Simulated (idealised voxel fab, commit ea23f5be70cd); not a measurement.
process module | voxel transistor to metal
For reference, the cross-section in this document is cut, with width 215 nm and square cells of 5 nm.
A cross-section is written here as square cells arranged in a grid, and it is given in bands from the top down, each band taking up one or more rows of cells.
Band: top height; bottom height; in nm. Then, left to right: material with width in nm, for each material. "throughout": a single material spanning edge to edge. "blank": empty space.
Counting heights begins at 0, where everything beneath is, in the wafer as received, one material. The lowest band has no bottom; it goes on downwards, as "0 nm and below" shows.
A width given as "30 to 40" starts at the first number in the band's top row and ends at the second number in its bottom row, shifting by an equal amount at every step from row to row.
It should be understood that the words "remained unchanged", when stated for a given step, signify that the cross-section underwent no change in any of its cells during that step.
In "Sealed void inventory" the enclosed voids are listed, meaning empty spaces of 8 cells or larger without any opening to the top. The form is width x height at distance, distance from the left edge, units nm.
Where a step's line continues beyond its settings, the continuation is a remark by the simulator itself on that step.
Each step line may optionally specify "overlay nm", which for a step with a mask gives the rightward distance between the mask's planned place and where it lay, a negative value indicating the leftward direction.
-- Intended process steps
- 1: RECEIVE (material Si)
- 2: CONFORMAL_DEP (material SiO2; thk nm 5)
- 3: CONFORMAL_DEP (material SiN; thk nm 15)
- 4: DIRECTIONAL_DEP (material aC; thk nm 15)
- 5: PATTERN (tone cover; mask id ACTIVE; material resist; width nm 120; thk nm 35; overlay nm 0)
- 6: DIRECTIONAL_ETCH (etch materials aC; depth nm 5)
- 7: STRIP (etch materials resist)
- 8: DIRECTIONAL_ETCH (etch materials SiN; depth nm 15)
- 9: DIRECTIONAL_ETCH (etch materials SiO2; depth nm 5)
- 10: DIRECTIONAL_ETCH (etch materials Si; depth nm 20)
- 11: STRIP (etch materials aC)
- 12: OXIDIZE (depth nm 5)
- 13: FILL_DEP (material SiO2; thk nm 15)
- 14: CMP (height nm 20)
- 15: SELECTIVE_ETCH (etch materials SiO2; depth nm 10)
- 16: STRIP (etch materials SiN)
- 17: SELECTIVE_ETCH (etch materials SiO2; depth nm 5)
- 18: OXIDIZE (depth nm 5)
- 19: DIRECTIONAL_DEP (material polySi; thk nm 25)
- 20: DIRECTIONAL_DEP (material SiCN; thk nm 10)
- 21: MASKED_ETCH (tone cover; mask id GATE; width nm 30; etch materials SiCN; depth nm 20; overlay nm 0)
- 22: MASKED_ETCH (tone cover; mask id GATE; width nm 30; etch materials polySi; depth nm 35; overlay nm 0)
- 23: CONFORMAL_DEP (material SiO2; thk nm 5)
- 24: DIRECTIONAL_ETCH (etch materials SiO2; depth nm 5)
- 25: CONFORMAL_DEP (material SiN; thk nm 10)
- 26: DIRECTIONAL_ETCH (etch materials SiN; depth nm 10)
- 27: DIRECTIONAL_ETCH (etch materials SiO2; depth nm 5)
- 28: EPI (material nSi; thk nm 5)
- 29: FILL_DEP (material SiO2; thk nm 10)
- 30: CMP (height nm 25)
- 31: STRIP (etch materials polySi)
- 32: SELECTIVE_ETCH (etch materials SiO2; depth nm 5)
- 33: CONFORMAL_DEP (material HfO2; thk nm 5)
- 34: CONFORMAL_DEP (material TiN; thk nm 5)
- 35: FILL_DEP (material W; thk nm 10)
- 36: CMP (height nm 20)
- 37: DIRECTIONAL_DEP (material SiO2; thk nm 10)
- 38: PATTERN (tone open; mask id CONTACT; material resist; width nm 20; pitch nm 90; thk nm 20; overlay nm 0)
- 39: DIRECTIONAL_ETCH (etch materials SiO2; depth nm 30)
- 40: STRIP (etch materials resist)
- 41: CONFORMAL_DEP (material TiN; thk nm 5)
- 42: FILL_DEP (material Ru; thk nm 5)
- 43: CMP (height nm 30)
- 44: DIRECTIONAL_DEP (material TiN; thk nm 5)
- 45: DIRECTIONAL_DEP (material Ru; thk nm 15)
- 46: PATTERN (tone cover; mask id METAL_1; material resist; width nm 20; pitch nm 90; thk nm 20; overlay nm 0)
- 47: DIRECTIONAL_ETCH (etch materials Ru; depth nm 15)
- 48: DIRECTIONAL_ETCH (etch materials TiN; depth nm 5)
- 49: STRIP (etch materials resist)
- 50: CONFORMAL_DEP (material SiCN; thk nm 5)
- 51: FILL_DEP (material SiO2; thk nm 5)
- 52: CMP (height nm 50)
- 53: CONFORMAL_DEP (material SiN; thk nm 5)
The value of depth nm given for step 6 in the plan refers to the first wafer; the wafers vary in this setting and are alike at the start.
-- First of several wafers, received after step 1, in cross-section
- 0 nm and below = Si throughout
- Sealed void inventory: none
-- Cross-section of the first of several wafers, taken after step 53, where the module ends
- 55 nm to 50 nm = SiN throughout
- 50 nm to 35 nm = 45 of SiO2; 5 of SiCN; 20 of Ru; 5 of SiCN; 60 of SiO2; 5 of SiCN; 20 of Ru; 5 of SiCN; 50 of SiO2
- 35 nm to 30 nm = 50 of SiCN; 20 of TiN; 70 of SiCN; 20 of TiN; 55 of SiCN
- 30 nm to 20 nm = 50 of SiO2; 5 of TiN; 10 of Ru; 5 of TiN; 70 of SiO2; 5 of TiN; 10 of Ru; 5 of TiN; 55 of SiO2
- 20 nm to 5 nm = 50 of SiO2; 5 of TiN; 10 of Ru; 5 of TiN; 5 of SiO2; 10 of SiN; 5 of HfO2; 5 of TiN; 20 of W; 5 of TiN; 5 of HfO2; 10 of SiN; 5 of SiO2; 5 of TiN; 10 of Ru; 5 of TiN; 55 of SiO2
- 5 nm to 0 nm = 50 of SiO2; 20 of TiN; 5 of SiO2; 10 of SiN; 5 of HfO2; 30 of TiN; 5 of HfO2; 10 of SiN; 5 of SiO2; 20 of TiN; 55 of SiO2
- 0 nm to -5 nm = 75 of nSi; 10 of SiO2; 40 of HfO2; 10 of SiO2; 80 of nSi
- -5 nm and below = Si throughout
- Sealed void inventory: none
-- Final wafer of several, shown in cross-section at the end of the module
- 55 nm to 50 nm = SiN throughout
- 50 nm to 35 nm = 45 of SiO2; 5 of SiCN; 20 of Ru; 5 of SiCN; 60 of SiO2; 5 of SiCN; 20 of Ru; 5 of SiCN; 50 of SiO2
- 35 nm to 30 nm = 50 of SiCN; 20 of TiN; 70 of SiCN; 20 of TiN; 55 of SiCN
- 30 nm to 20 nm = 50 of SiO2; 5 of TiN; 10 of Ru; 5 of TiN; 70 of SiO2; 5 of TiN; 10 of Ru; 5 of TiN; 55 of SiO2
- 20 nm to 10 nm = 50 of SiO2; 5 of TiN; 10 of Ru; 5 of TiN; 5 of SiO2; 10 of SiN; 5 of HfO2; 5 of TiN; 20 of W; 5 of TiN; 5 of HfO2; 10 of SiN; 5 of SiO2; 5 of TiN; 10 of Ru; 5 of TiN; 55 of SiO2
- 10 nm to 5 nm = 50 of SiO2; 10 of TiN; 5 of Ru; 5 of TiN; 5 of SiO2; 10 of SiN; 5 of HfO2; 5 of TiN; 20 of W; 5 of TiN; 5 of HfO2; 10 of SiN; 5 of SiO2; 5 of TiN; 5 of Ru; 10 of TiN; 55 of SiO2
- 5 nm to 0 nm = 45 of SiO2; 10 of SiN; 15 of TiN; 5 of SiO2; 10 of SiN; 5 of HfO2; 30 of TiN; 5 of HfO2; 10 of SiN; 5 of SiO2; 15 of TiN; 10 of SiN; 50 of SiO2
- 0 nm to -5 nm = 55 of SiO2; 20 of nSi; 10 of SiO2; 40 of HfO2; 10 of SiO2; 20 of nSi; 60 of SiO2
- -5 nm to -25 nm = 50 of SiO2; 110 of Si; 55 of SiO2
- -25 nm and below = Si throughout
- Sealed void inventory: none
-- Table: wafers, a row each; end-of-module cell change per material since receipt, gain (+), loss (-); then closed voids
depth nm 5, +16 HfO2, +44 Ru, -43 Si, +47 SiCN, +59 SiN, +259 SiO2, +48 TiN, +12 W, +31 nSi, Sealed void inventory: none
depth nm 10, +16 HfO2, +44 Ru, -43 Si, +47 SiCN, +59 SiN, +259 SiO2, +48 TiN, +12 W, +31 nSi, Sealed void inventory: none
depth nm 15, +16 HfO2, +42 Ru, -127 Si, +47 SiCN, +63 SiN, +364 SiO2, +48 TiN, +12 W, +8 nSi, Sealed void inventory: none
depth nm 20, +16 HfO2, +42 Ru, -127 Si, +47 SiCN, +63 SiN, +364 SiO2, +48 TiN, +12 W, +8 nSi, Sealed void inventory: none
depth nm 25, +16 HfO2, +42 Ru, -127 Si, +47 SiCN, +63 SiN, +364 SiO2, +48 TiN, +12 W, +8 nSi, Sealed void inventory: none
depth nm 30, +16 HfO2, +42 Ru, -127 Si, +47 SiCN, +63 SiN, +364 SiO2, +48 TiN, +12 W, +8 nSi, Sealed void inventory: none
